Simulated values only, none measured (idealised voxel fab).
Process module, titled voxel self aligned vias
In the cross-section labelled cut, the width is 290 nm and each square cell is 5 nm.
When this document writes out a cross-section, it uses a grid of square cells and lists it as bands, beginning at the top and moving down, with a band standing for one or more rows of cells.
The entry gives the band's vertical extent as a top height and a bottom height in nm, then its horizontal make-up as materials from left to right, each with a width in nm. "air" stands for empty space; a single material marked "everywhere" fills the band edge to edge.
Heights are reckoned from 0. Under this level, the received wafer is all of one material. The bottommost band is open-ended downward, for example "0 down".
When a width is written as two numbers, as in "30->40", the first number is the width in the top row of cells of the band and the second is the width in its bottom row, and the width changes by the same amount from each row to the next.
The cross-section has no changed cell in any step marked "remained the same".
For the entry "Entrapped voids", the listed items are empty spaces with no open way to the top whose size is 8 cells or more; each item follows the pattern width x height at distance, where distance is from the left edge and all three are in nm.
The remark found on a step's line after its settings is issued by the simulator itself and pertains to that step.
overlay nm: where the mask lay relative to plan, measured to the right, on steps with a mask; negatives go left.
THE PROCESS STEPS THAT WERE PLANNED ARE LISTED BELOW
1 RECEIVE (material Si)
2 CONFORMAL_DEP (material SiO2; thk nm 15)
3 CONFORMAL_DEP (material SiCN; thk nm 5)
4 DIRECTIONAL_DEP (material SiO2; thk nm 20)
5 PATTERN (tone open; mask id LINES; material resist; width nm 30; pitch nm 70; thk nm 15; overlay nm 0)
6 DIRECTIONAL_ETCH (etch materials SiO2; depth nm 20)
7 STRIP (etch materials resist)
8 CONFORMAL_DEP (material TiN; thk nm 5)
9 FILL_DEP (material W; thk nm 5)
10 CMP (height nm 40)
11 SELECTIVE_ETCH (etch materials W Ru TiN; depth nm 5)
12 FILL_DEP (material SiN; thk nm 5)
13 CMP (height nm 40)
14 DIRECTIONAL_DEP (material SiO2; thk nm 20)
15 MASKED_ETCH (tone open; mask id VIAS; width nm 40; pitch nm 70; etch materials SiO2; depth nm 20; overlay nm 0)
16 MASKED_ETCH (tone open; mask id VIAS; width nm 40; pitch nm 70; etch materials SiN; depth nm 5; overlay nm 0)
17 CONFORMAL_DEP (material TiN; thk nm 5)
18 FILL_DEP (material Cu; thk nm 5)
19 CMP (height nm 60)
20 CONFORMAL_DEP (material SiN; thk nm 5)
FIRST WAFER OUT OF TWO, PROCESSED AS PLANNED
SHOWN IN CROSS-SECTION IS THE WAFER AS RECEIVED, THAT IS, AS IT STANDS AFTER STEP 1
0 down | Si everywhere
Entrapped voids: none
STEP 2 COMPLETE: CROSS-SECTION THROUGH THE WAFER
15 to 0 | SiO2 everywhere
Rest of section, below 0: as before.
STEP 3 COMPLETE: CROSS-SECTION THROUGH THE WAFER
20 to 15 | SiCN everywhere
Rest of section, below 15: as before.
STEP 4 COMPLETE: CROSS-SECTION THROUGH THE WAFER
40 to 20 | SiO2 everywhere
Rest of section, below 20: as before.
STEP 5 COMPLETE: CROSS-SECTION THROUGH THE WAFER
55 to 40 | 60 nm resist / 30 nm air / 40 nm resist / 30 nm air / 40 nm resist / 30 nm air / 60 nm resist
Rest of section, below 40: as before.
STEP 6 COMPLETE: CROSS-SECTION THROUGH THE WAFER
55 to 40 | 60 nm resist / 30 nm air / 40 nm resist / 30 nm air / 40 nm resist / 30 nm air / 60 nm resist
40 to 20 | 60 nm SiO2 / 30 nm air / 40 nm SiO2 / 30 nm air / 40 nm SiO2 / 30 nm air / 60 nm SiO2
Rest of section, below 20: as before.
STEP 7 COMPLETE: CROSS-SECTION THROUGH THE WAFER
40 to 20 | 60 nm SiO2 / 30 nm air / 40 nm SiO2 / 30 nm air / 40 nm SiO2 / 30 nm air / 60 nm SiO2
Rest of section, below 20: as before.
STEP 8 COMPLETE: CROSS-SECTION THROUGH THE WAFER
45 to 40 | 65 nm TiN / 20 nm air / 50 nm TiN / 20 nm air / 50 nm TiN / 20 nm air / 65 nm TiN
40 to 25 | 60 nm SiO2 / 5 nm TiN / 20 nm air / 5 nm TiN / 40 nm SiO2 / 5 nm TiN / 20 nm air / 5 nm TiN / 40 nm SiO2 / 5 nm TiN / 20 nm air / 5 nm TiN / 60 nm SiO2
25 to 20 | 60 nm SiO2 / 30 nm TiN / 40 nm SiO2 / 30 nm TiN / 40 nm SiO2 / 30 nm TiN / 60 nm SiO2
Rest of section, below 20: as before.
STEP 9 COMPLETE: CROSS-SECTION THROUGH THE WAFER
50 to 45 | W everywhere
45 to 40 | 65 nm TiN / 20 nm W / 50 nm TiN / 20 nm W / 50 nm TiN / 20 nm W / 65 nm TiN
40 to 25 | 60 nm SiO2 / 5 nm TiN / 20 nm W / 5 nm TiN / 40 nm SiO2 / 5 nm TiN / 20 nm W / 5 nm TiN / 40 nm SiO2 / 5 nm TiN / 20 nm W / 5 nm TiN / 60 nm SiO2
Rest of section, below 25: as before.
STEP 10 COMPLETE: CROSS-SECTION THROUGH THE WAFER
40 to 25 | 60 nm SiO2 / 5 nm TiN / 20 nm W / 5 nm TiN / 40 nm SiO2 / 5 nm TiN / 20 nm W / 5 nm TiN / 40 nm SiO2 / 5 nm TiN / 20 nm W / 5 nm TiN / 60 nm SiO2
Rest of section, below 25: as before.
STEP 11 COMPLETE: CROSS-SECTION THROUGH THE WAFER
40 to 35 | 60 nm SiO2 / 30 nm air / 40 nm SiO2 / 30 nm air / 40 nm SiO2 / 30 nm air / 60 nm SiO2
Rest of section, below 35: as before.
STEP 12 COMPLETE: CROSS-SECTION THROUGH THE WAFER
45 to 40 | SiN everywhere
40 to 35 | 60 nm SiO2 / 30 nm SiN / 40 nm SiO2 / 30 nm SiN / 40 nm SiO2 / 30 nm SiN / 60 nm SiO2
Rest of section, below 35: as before.
STEP 13 COMPLETE: CROSS-SECTION THROUGH THE WAFER
40 to 35 | 60 nm SiO2 / 30 nm SiN / 40 nm SiO2 / 30 nm SiN / 40 nm SiO2 / 30 nm SiN / 60 nm SiO2
Rest of section, below 35: as before.
STEP 14 COMPLETE: CROSS-SECTION THROUGH THE WAFER
60 to 40 | SiO2 everywhere
Rest of section, below 40: as before.
STEP 15 COMPLETE: CROSS-SECTION THROUGH THE WAFER
60 to 40 | 55 nm SiO2 / 40 nm air / 30 nm SiO2 / 40 nm air / 30 nm SiO2 / 40 nm air / 55 nm SiO2
Rest of section, below 40: as before.
STEP 16 COMPLETE: CROSS-SECTION THROUGH THE WAFER
60 to 40 | 55 nm SiO2 / 40 nm air / 30 nm SiO2 / 40 nm air / 30 nm SiO2 / 40 nm air / 55 nm SiO2
40 to 35 | 60 nm SiO2 / 30 nm air / 40 nm SiO2 / 30 nm air / 40 nm SiO2 / 30 nm air / 60 nm SiO2
Rest of section, below 35: as before.
STEP 17 COMPLETE: CROSS-SECTION THROUGH THE WAFER
65 to 60 | 60 nm TiN / 30 nm air / 40 nm TiN / 30 nm air / 40 nm TiN / 30 nm air / 60 nm TiN
60 to 45 | 55 nm SiO2 / 5 nm TiN / 30 nm air / 5 nm TiN / 30 nm SiO2 / 5 nm TiN / 30 nm air / 5 nm TiN / 30 nm SiO2 / 5 nm TiN / 30 nm air / 5 nm TiN / 55 nm SiO2
45 to 40 | 55 nm SiO2 / 10 nm TiN / 20 nm air / 10 nm TiN / 30 nm SiO2 / 10 nm TiN / 20 nm air / 10 nm TiN / 30 nm SiO2 / 10 nm TiN / 20 nm air / 10 nm TiN / 55 nm SiO2
40 to 35 | 60 nm SiO2 / 30 nm TiN / 40 nm SiO2 / 30 nm TiN / 40 nm SiO2 / 30 nm TiN / 60 nm SiO2
Rest of section, below 35: as before.
STEP 18 COMPLETE: CROSS-SECTION THROUGH THE WAFER
70 to 65 | Cu everywhere
65 to 60 | 60 nm TiN / 30 nm Cu / 40 nm TiN / 30 nm Cu / 40 nm TiN / 30 nm Cu / 60 nm TiN
60 to 45 | 55 nm SiO2 / 5 nm TiN / 30 nm Cu / 5 nm TiN / 30 nm SiO2 / 5 nm TiN / 30 nm Cu / 5 nm TiN / 30 nm SiO2 / 5 nm TiN / 30 nm Cu / 5 nm TiN / 55 nm SiO2
45 to 40 | 55 nm SiO2 / 10 nm TiN / 20 nm Cu / 10 nm TiN / 30 nm SiO2 / 10 nm TiN / 20 nm Cu / 10 nm TiN / 30 nm SiO2 / 10 nm TiN / 20 nm Cu / 10 nm TiN / 55 nm SiO2
Rest of section, below 40: as before.
STEP 19 COMPLETE: CROSS-SECTION THROUGH THE WAFER
60 to 45 | 55 nm SiO2 / 5 nm TiN / 30 nm Cu / 5 nm TiN / 30 nm SiO2 / 5 nm TiN / 30 nm Cu / 5 nm TiN / 30 nm SiO2 / 5 nm TiN / 30 nm Cu / 5 nm TiN / 55 nm SiO2
Rest of section, below 45: as before.
STEP 20 COMPLETE: CROSS-SECTION THROUGH THE WAFER
65 to 60 | SiN everywhere
Rest of section, below 60: as before.
FOR THE SECOND WAFER, TAKE THE FIRST WAFER'S START AND PLAN, THEN ADD ONE MISTAKE MADE IN RUNNING IT; EVERYTHING THROUGH STEP 13, THAT STEP INCLUDED, IS SHARED WITH THE FIRST
SECOND WAFER, CUT VIEW, END OF STEP 14 PER PLAN
60 to 40 | Ru everywhere
Rest of section, below 40: as before.
Second wafer, cut view, end of step 15 per plan: remained the same
Second wafer, cut view, end of step 16 per plan: remained the same
SECOND WAFER, CUT VIEW, END OF STEP 17 PER PLAN
65 to 60 | TiN everywhere
Rest of section, below 60: as before.
SECOND WAFER, CUT VIEW, END OF STEP 18 PER PLAN
70 to 65 | Cu everywhere
Rest of section, below 65: as before.
SECOND WAFER, CUT VIEW, END OF STEP 19 PER PLAN
60 to 40 | Ru everywhere
Rest of section, below 40: as before.
SECOND WAFER, CUT VIEW, END OF STEP 20 PER PLAN
65 to 60 | SiN everywhere
Rest of section, below 60: as before.
Nonconformance to the process plan: note that step 14 departed from the planned setting and was carried out as DIRECTIONAL_DEP (material Ru; thk nm 20)
Final wafer comparison in cells, second versus first, more or fewer per material: Cu -66; Ru +232; SiN +18; SiO2 -136; TiN -48
